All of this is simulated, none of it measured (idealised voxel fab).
The following process module bears the name voxel self aligned contacts.
Section shown: cut. Width: 185 nm. Cell size: 5 nm, square.
Throughout this document, each cross-section is represented as a grid of square cells and is presented as a sequence of bands enumerated from the top downward, where a band comprises one or more rows of cells.
First you get the band's top height and its bottom height, in nm, and then the materials it's made of, left to right, with each width in nm. If you see a single material with "all across", that one covers the band edge to edge. "air" is empty space.
Basically, 0 is our baseline, since under it the wafer straight out of the box is all one material. The bottom band has no lower end and keeps on going down, so it looks like "0 down".
A width given as "30 to 40" starts at the first number in the band's top row and ends at the second number in its bottom row, shifting by an equal amount at every step from row to row.
The designation "nothing got changed", where it is given for a processing step, indicates that no cell of the cross-section was altered in the course of that step.
Empty spaces counting at least 8 cells and having no open way to the top are listed in "Unvented cavities". The notation width x height at distance is used for each, the distance being from the left edge and all three values in nm.
Heads up: the bit after the settings on a step's line is the simulator's remark on that step.
overlay nm, on a step with a mask: how far to the right of its planned place the mask lay; to the left if negative
# This section lists the process steps that were planned
1,op RECEIVE | material Si
2,op CONFORMAL_DEP | material SiO2 | thk nm 5
3,op DIRECTIONAL_DEP | material polySi | thk nm 30
4,op DIRECTIONAL_DEP | material SiN | thk nm 20
5,op PATTERN | tone cover | mask id GATE | material resist | width nm 25 | pitch nm 60 | thk nm 20 | overlay nm -15
6,op DIRECTIONAL_ETCH | etch materials SiN | depth nm 20
7,op DIRECTIONAL_ETCH | etch materials polySi | depth nm 30
8,op STRIP | etch materials resist
9,op CONFORMAL_DEP | material SiN | thk nm 10
10,op DIRECTIONAL_ETCH | etch materials SiN | depth nm 10
11,op FILL_DEP | material SiO2 | thk nm 20
12,op CMP | height nm 65
13,op PATTERN | tone open | mask id CONTACT | material resist | width nm 45 | thk nm 15 | overlay nm 0
14,op DIRECTIONAL_ETCH | etch materials SiO2 | depth nm 65
15,op STRIP | etch materials resist
16,op CONFORMAL_DEP | material TiN | thk nm 5
17,op FILL_DEP | material W | thk nm 5
18,op CMP | height nm 65
19,op CONFORMAL_DEP | material SiCN | thk nm 5
The plan's step 5 overlay nm is the first wafer's value; the wafers differ in this setting and start identical.
# first wafer as received, after step 1
  0 down | Si all across
  Unvented cavities: none
# Below is a per-wafer table. In it, each row describes the wafer at the end of the module by giving, for each material, the number of cells gained (+) or lost (-) since the wafer was received, and after that the closed voids of the wafer
overlay nm -15; +37 SiCN; +120 SiN; +250 SiO2; +33 TiN; +18 W; +60 polySi; Unvented cavities: none
overlay nm -10; +37 SiCN; +120 SiN; +250 SiO2; +33 TiN; +18 W; +60 polySi; Unvented cavities: none
overlay nm -5; +37 SiCN; +120 SiN; +250 SiO2; +33 TiN; +18 W; +60 polySi; Unvented cavities: none
overlay nm 0; +37 SiCN; +120 SiN; +250 SiO2; +33 TiN; +18 W; +60 polySi; Unvented cavities: none
overlay nm 5; +37 SiCN; +120 SiN; +250 SiO2; +33 TiN; +18 W; +60 polySi; Unvented cavities: none
overlay nm 10; +37 SiCN; +120 SiN; +250 SiO2; +33 TiN; +18 W; +60 polySi; Unvented cavities: none
overlay nm 15; +37 SiCN; +120 SiN; +250 SiO2; +33 TiN; +18 W; +60 polySi; Unvented cavities: none
